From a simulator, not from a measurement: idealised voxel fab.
This is a process module. Its name is voxel gate over fins.
cross-section cut | 210 nm wide | cells 5 nm
A cross-section is a grid of square cells, given in bands from the top down. A band is one or more rows of cells. Within each band entry, the heights of the top and of the bottom of the band appear first, in that order and in nm; the materials of the band then follow from left to right, each with its corresponding width in nm. The designation "full width" on a single material indicates that it fills the band from edge to edge; the designation "air" indicates empty space. Beneath 0, the wafer as received is one material, and that level is where height counting begins. The lowest band goes on downward without a bottom; it is written like "top 0, no bottom". The two numbers in a width such as "30..40" mark its ends across the band: the first belongs to the top row of cells, the second to the bottom row, and from each row to the next the width moves by the same amount. Reading "identical to before" for a step: not a cell of the cross-section changed in it. Enclosed cavities: empty space of 8 cells or more with no open way to the top, each as width x height at its distance from the left edge, in nm. What comes after the settings on a step's line is commentary from the simulator itself on that step. "overlay nm", when on a step's line for a step with a mask, measures how far to the right of its planned place the mask lay; a negative measure means to the left.
### These are the steps we planned for the process
- 1: op RECEIVE | material Si
- 2: op CONFORMAL_DEP | material SiN | thk nm 10
- 3: op DIRECTIONAL_DEP | material aC | thk nm 15
- 4: op PATTERN | tone cover | mask id FINS | material resist | width nm 15 | pitch nm 50 | thk nm 30 | overlay nm 0
- 5: op DIRECTIONAL_ETCH | etch materials aC | depth nm 15
- 6: op STRIP | etch materials resist
- 7: op DIRECTIONAL_ETCH | etch materials SiN | depth nm 10
- 8: op DIRECTIONAL_ETCH | etch materials Si | depth nm 35
- 9: op STRIP | etch materials aC
- 10: op FILL_DEP | material SiO2 | thk nm 10
- 11: op CMP | height nm 10
- 12: op MASKED_ETCH | tone open | mask id RAIL | width nm 15 | etch materials SiO2 | depth nm 40 | overlay nm 0
- 13: op CONFORMAL_DEP | material TiN | thk nm 5
- 14: op FILL_DEP | material W | thk nm 5
- 15: op CMP | height nm 10
- 16: op SELECTIVE_ETCH | etch materials W Ru TiN | depth nm 25
- 17: op FILL_DEP | material SiO2 | thk nm 5
- 18: op CMP | height nm 10
- 19: op SELECTIVE_ETCH | etch materials SiO2 | depth nm 20
- 20: op STRIP | etch materials SiN
- 21: op CONFORMAL_DEP | material HfO2 | thk nm 5
- 22: op CONFORMAL_DEP | material TiN | thk nm 5
- 23: op CONFORMAL_DEP | material TiAl | thk nm 5
- 24: op CONFORMAL_DEP | material TiN | thk nm 5
- 25: op FILL_DEP | material W | thk nm 15
- 26: op CMP | height nm 30
- 27: op CONFORMAL_DEP | material SiN | thk nm 5
Wafers differ in width nm at step 12; plan lists the first wafer's value; identical starting state.
### First wafer of several, as received: cross-section after step 1
    top 0, no bottom  Si full width
    Enclosed cavities: none
### Below, a row for every wafer. Read it as the end-of-module picture: for each material the wafer shows its cells gained (+) or lost (-) since it was received, and then its closed voids
width nm 15; +54 HfO2; -231 Si; +42 SiN; +156 SiO2; +54 TiAl; +111 TiN; +108 W; Enclosed cavities: none
width nm 20; +54 HfO2; -231 Si; +42 SiN; +153 SiO2; +54 TiAl; +112 TiN; +110 W; Enclosed cavities: none
width nm 25; +54 HfO2; -231 Si; +42 SiN; +150 SiO2; +54 TiAl; +113 TiN; +112 W; Enclosed cavities: none
width nm 30; +54 HfO2; -231 Si; +42 SiN; +147 SiO2; +54 TiAl; +114 TiN; +114 W; Enclosed cavities: none
